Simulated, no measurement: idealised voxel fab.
process module | voxel ribs on slabs
FYI the section here is cut, 290 nm wide, cells are 5 nm squares.
Throughout this document, each cross-section is represented as a grid of square cells and is presented as a sequence of bands enumerated from the top downward, where a band comprises one or more rows of cells.
Band: top and bottom heights (nm) first, top before bottom; then materials from left to right, widths in nm. "all across" marks a sole material filling the band edge to edge. "air" denotes empty space.
Height is counted from the level 0, under which the received wafer is composed throughout of one material. The lowest of the bands is not closed at the bottom but continues downward, in the notation "z 0 and below".
A width such as "30->40" changes by the same amount from each row of cells to the next, from the band's top row to its bottom row.
Where the words "remains unaltered" appear for a step, the cross-section shows no cell changed by that step; every cell remained as before.
What "Closed void listing" gives you is every empty space of 8 cells or more that is cut off from the top. Each appears as width x height at distance, with the distance taken from the left edge and width, height and distance all in nm.
Post-settings text on a step line: simulator's own remark regarding the step.
overlay nm: on a step with a mask, how far right of its planned place the mask lay; negative means left.

Process steps - plan
step 1: RECEIVE | material Si
step 2: DIRECTIONAL_DEP | material SiO2 | thk nm 20
step 3: DIRECTIONAL_DEP | material polySi | thk nm 15
step 4: MASKED_ETCH | tone cover | mask id RIB | width nm 25 | etch materials polySi | depth nm 5 | overlay nm 0
step 5: DIRECTIONAL_DEP | material aC | thk nm 10
step 6: PATTERN | tone cover | mask id SLAB | material resist | width nm 75 | thk nm 25 | overlay nm 0
step 7: DIRECTIONAL_ETCH | etch materials aC | depth nm 10
step 8: STRIP | etch materials resist
step 9: DIRECTIONAL_ETCH | etch materials polySi | depth nm 10
step 10: STRIP | etch materials aC
step 11: FILL_DEP | material SiO2 | thk nm 20
step 12: CMP | height nm 45
step 13: DIRECTIONAL_DEP | material TiN | thk nm 5
step 14: DIRECTIONAL_DEP | material aC | thk nm 15
step 15: PATTERN | tone cover | mask id HEATER | material resist | width nm 35 | thk nm 35 | overlay nm 0
step 16: DIRECTIONAL_ETCH | etch materials aC | depth nm 15
step 17: STRIP | etch materials resist
step 18: DIRECTIONAL_ETCH | etch materials TiN | depth nm 5
step 19: STRIP | etch materials aC
step 20: CONFORMAL_DEP | material SiO2 | thk nm 5

As-received state of the wafer in cross-section, equivalent to post-step 1
> z 0 and below  Si all across
> Closed void listing: none

The plan above was carried out on the starting structure above with one mistake, and this cross-section shows the wafer at the end of the module
> z 55 to 50  120 air; 45 SiO2; 125 air
> z 50 to 45  125 SiO2; 35 TiN; 130 SiO2
> z 45 to 35  SiO2 all across
> z 35 to 30  105 SiO2; 25 polySi; 25 SiO2; 25 polySi; 110 SiO2
> z 30 to 25  105 SiO2; 75 polySi; 110 SiO2
> z 25 to 20  polySi all across
> z 20 to 0  SiO2 all across
> z 0 and below  Si all across
> Closed void listing: none
Diagnosis: step 4 went in with a setting other than planned; the actual run was MASKED_ETCH | tone open | mask id RIB | width nm 25 | etch materials polySi | depth nm 5 | overlay nm 0
